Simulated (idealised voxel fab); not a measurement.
This is a process module. Its name is voxel tone inversion.
cross-section cut | 275 nm wide | cells 5 nm
This document writes a cross-section as a grid whose cells are square, and gives it as bands, listed from the top down; one or more rows of cells form a band.
Look at the band entry: it leads with the top's height and the bottom's height in nm. Then it lists the materials left to right, with a width in nm for each. The word "throughout" on a single material says that material fills the band edge to edge. The word "empty" is empty space.
Convention: height 0 is the level below which the wafer, as received, is all one material. The lowest band does not terminate at the bottom but continues downward, represented as "z 0 and below".
Quick explanation for "30->40": the width changes in equal steps down the rows of cells, from the first number in the band's top row to the second number in its bottom row.
Key: "no change occurred" - step with no changed cell in the cross-section.
Look at "Enclosed cavities" for the closed voids: empty spaces with no open path to the top, sized 8 cells or up. Each is width x height at distance, distance from the left edge, all nm.
Whatever follows a step's settings on its line is a remark the simulator itself makes about that step.
overlay nm: mask offset rightward from planned place, masked step; negative means leftward offset.
## The following list gives the planned process steps
- 1: RECEIVE | material Si
- 2: CONFORMAL_DEP | material SiN | thk nm 10
- 3: DIRECTIONAL_DEP | material aC | thk nm 15
- 4: PATTERN | tone cover | mask id POSTS | material resist | width nm 25 | pitch nm 45 | thk nm 20 | overlay nm 0
- 5: DIRECTIONAL_ETCH | etch materials aC | depth nm 15
- 6: STRIP | etch materials resist
- 7: FILL_DEP | material SiO2 | thk nm 5
- 8: CMP | height nm 25
- 9: STRIP | etch materials aC
- 10: CONFORMAL_DEP | material TiN | thk nm 5
- 11: FILL_DEP | material Cu | thk nm 5
- 12: CMP | height nm 25
- 13: CONFORMAL_DEP | material SiN | thk nm 5
## Step 1 complete: cross-section of the wafer as received
- z 0 and below  Si throughout
- Enclosed cavities: none
## Cross-section: first of two wafers, module finished, run according to plan
- z 30 to 25  SiN throughout
- z 25 to 15  55 of SiO2, then 5 of TiN, then 15 of Cu, then 5 of TiN, then 20 of SiO2, then 5 of TiN, then 15 of Cu, then 5 of TiN, then 20 of SiO2, then 5 of TiN, then 15 of Cu, then 5 of TiN, then 20 of SiO2, then 5 of TiN, then 15 of Cu, then 5 of TiN, then 60 of SiO2
- z 15 to 10  55 of SiO2, then 25 of TiN, then 20 of SiO2, then 25 of TiN, then 20 of SiO2, then 25 of TiN, then 20 of SiO2, then 25 of TiN, then 60 of SiO2
- z 10 to 0  SiN throughout
- z 0 and below  Si throughout
- Enclosed cavities: none
## Cross-section of the latter of the two wafers at module completion. It had an identical start and an identical plan to the former; in running it, one mistake was made
- z 30 to 25  SiN throughout
- z 25 to 20  Cu throughout
- z 20 to 15  60 of TiN, then 15 of Cu, then 30 of TiN, then 15 of Cu, then 30 of TiN, then 15 of Cu, then 30 of TiN, then 15 of Cu, then 65 of TiN
- z 15 to 10  55 of SiO2, then 25 of TiN, then 20 of SiO2, then 25 of TiN, then 20 of SiO2, then 25 of TiN, then 20 of SiO2, then 25 of TiN, then 60 of SiO2
- z 10 to 0  SiN throughout
- z 0 and below  Si throughout
- Enclosed cavities: none
Nonconformance to the process plan: step 8 ran with different settings than intended, the actual operation and settings being CMP | height nm 15
Final comparison by cell count, materials where the second wafer has more or fewer than the first: Cu: 43 more; SiO2: 70 fewer; TiN: 27 more
